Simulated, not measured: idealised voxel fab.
The following is a process module called voxel ribs on slabs.
Shown is cross-section cut, with a width of 225 nm and square cells of size 5 nm.
In this document a cross-section is written as a grid of square cells. It is given as a series of bands, listed from the top down, and a band is one or more rows of cells. The band entry comprises the height of the band's top followed by the height of its bottom, expressed in nm, and subsequently the band's materials from left to right, each stated together with its width in nm. Where a single material is marked with the word "full width", that material fills the band from edge to edge. The word "blank" represents empty space. Heights are measured from 0, the level below which the as-received wafer is all one material; the lowest band has no bottom and continues downward, written as in "0 down". Width spec "30 to 40" -> top row of cells at first value, bottom row at second value, equal per-row change in between. Step note "no change" = no cross-section cell changed. The entry "Closed void listing" lists the empty spaces that cover at least 8 cells and have no open path to the top. Each is written as width x height at distance, where the distance is measured from the left edge and all three values are in nm. Past the settings on a step's line: simulator remark, on that step. overlay nm: how far to the right of its planned place the mask lay on this masked step (negative: to the left).
-- Planned step list for the process
1) RECEIVE (material Si)
2) DIRECTIONAL_DEP (material SiO2; thk nm 25)
3) DIRECTIONAL_DEP (material polySi; thk nm 20)
4) PATTERN (tone cover; mask id RIB; material resist; width nm 15; thk nm 20; overlay nm 0)
5) DIRECTIONAL_ETCH (etch materials polySi; depth nm 15)
6) STRIP (etch materials resist)
7) MASKED_ETCH (tone cover; mask id SLAB; width nm 65; etch materials polySi; depth nm 5; overlay nm 0)
8) FILL_DEP (material SiO2; thk nm 20)
9) CMP (height nm 55)
10) DIRECTIONAL_DEP (material W; thk nm 10)
11) PATTERN (tone cover; mask id HEATER; material resist; width nm 25; thk nm 15; overlay nm 0)
12) DIRECTIONAL_ETCH (etch materials W; depth nm 10)
13) STRIP (etch materials resist)
14) CONFORMAL_DEP (material SiN; thk nm 10)
-- Concerning the first of two wafers, which was run in accordance with the plan
-- Wafer at receipt (post step 1), cross-section
* 0 down: Si full width
* Closed void listing: none
-- Wafer xsec, post step 2
* 25 to 0: SiO2 full width
* No changes below 0.
-- Wafer xsec, post step 3
* 45 to 25: polySi full width
* No changes below 25.
-- Wafer xsec, post step 4
* 65 to 45: blank 105 nm / resist 15 nm / blank 105 nm
* No changes below 45.
-- Wafer xsec, post step 5
* 65 to 45: blank 105 nm / resist 15 nm / blank 105 nm
* 45 to 30: blank 105 nm / polySi 15 nm / blank 105 nm
* No changes below 30.
-- Wafer xsec, post step 6
* 45 to 30: blank 105 nm / polySi 15 nm / blank 105 nm
* No changes below 30.
-- Wafer xsec, post step 7
* 45 to 30: blank 105 nm / polySi 15 nm / blank 105 nm
* 30 to 25: blank 80 nm / polySi 65 nm / blank 80 nm
* No changes below 25.
-- Wafer xsec, post step 8
* 65 to 45: SiO2 full width
* 45 to 30: SiO2 105 nm / polySi 15 nm / SiO2 105 nm
* 30 to 25: SiO2 80 nm / polySi 65 nm / SiO2 80 nm
* No changes below 25.
-- Wafer xsec, post step 9
* 55 to 45: SiO2 full width
* No changes below 45.
-- Wafer xsec, post step 10
* 65 to 55: W full width
* No changes below 55.
-- Wafer xsec, post step 11
* 80 to 65: blank 100 nm / resist 25 nm / blank 100 nm
* No changes below 65.
-- Wafer xsec, post step 12
* 80 to 65: blank 100 nm / resist 25 nm / blank 100 nm
* 65 to 55: blank 100 nm / W 25 nm / blank 100 nm
* No changes below 55.
-- Wafer xsec, post step 13
* 65 to 55: blank 100 nm / W 25 nm / blank 100 nm
* No changes below 55.
-- Wafer xsec, post step 14
* 75 to 65: blank 90 nm / SiN 45 nm / blank 90 nm
* 65 to 55: SiN 100 nm / W 25 nm / SiN 100 nm
* No changes below 55.
-- Second wafer: same start and same plan as the first, one execution error; identical to the first through step 3
-- Cross-section: second wafer, time at which step 4 was scheduled to end
* 65 to 45: resist 105 nm / blank 15 nm / resist 105 nm
* No changes below 45.
-- Cross-section: second wafer, time at which step 5 was scheduled to end
* 65 to 45: resist 105 nm / blank 15 nm / resist 105 nm
* 45 to 30: polySi 105 nm / blank 15 nm / polySi 105 nm
* No changes below 30.
-- Cross-section: second wafer, time at which step 6 was scheduled to end
* 45 to 30: polySi 105 nm / blank 15 nm / polySi 105 nm
* No changes below 30.
-- Cross-section: second wafer, time at which step 7 was scheduled to end
* 45 to 40: blank 80 nm / polySi 25 nm / blank 15 nm / polySi 25 nm / blank 80 nm
* No changes below 40.
-- Cross-section: second wafer, time at which step 8 was scheduled to end
* 65 to 45: SiO2 full width
* 45 to 40: SiO2 80 nm / polySi 25 nm / SiO2 15 nm / polySi 25 nm / SiO2 80 nm
* 40 to 30: polySi 105 nm / SiO2 15 nm / polySi 105 nm
* No changes below 30.
-- Cross-section: second wafer, time at which step 9 was scheduled to end
* 55 to 45: SiO2 full width
* No changes below 45.
-- Cross-section: second wafer, time at which step 10 was scheduled to end
* 65 to 55: W full width
* No changes below 55.
-- Cross-section: second wafer, time at which step 11 was scheduled to end
* 80 to 65: blank 100 nm / resist 25 nm / blank 100 nm
* No changes below 65.
-- Cross-section: second wafer, time at which step 12 was scheduled to end
* 80 to 65: blank 100 nm / resist 25 nm / blank 100 nm
* 65 to 55: blank 100 nm / W 25 nm / blank 100 nm
* No changes below 55.
-- Cross-section: second wafer, time at which step 13 was scheduled to end
* 65 to 55: blank 100 nm / W 25 nm / blank 100 nm
* No changes below 55.
-- Cross-section: second wafer, time at which step 14 was scheduled to end
* 75 to 65: blank 90 nm / SiN 45 nm / blank 90 nm
* 65 to 55: SiN 100 nm / W 25 nm / SiN 100 nm
* No changes below 55.
what went wrong: in deviation from the planned setting, step 4 was conducted as PATTERN (tone open; mask id RIB; material resist; width nm 15; thk nm 20; overlay nm 0)
Final comparison by cell count, materials where the second wafer has more or fewer than the first: -117 SiO2; +117 polySi
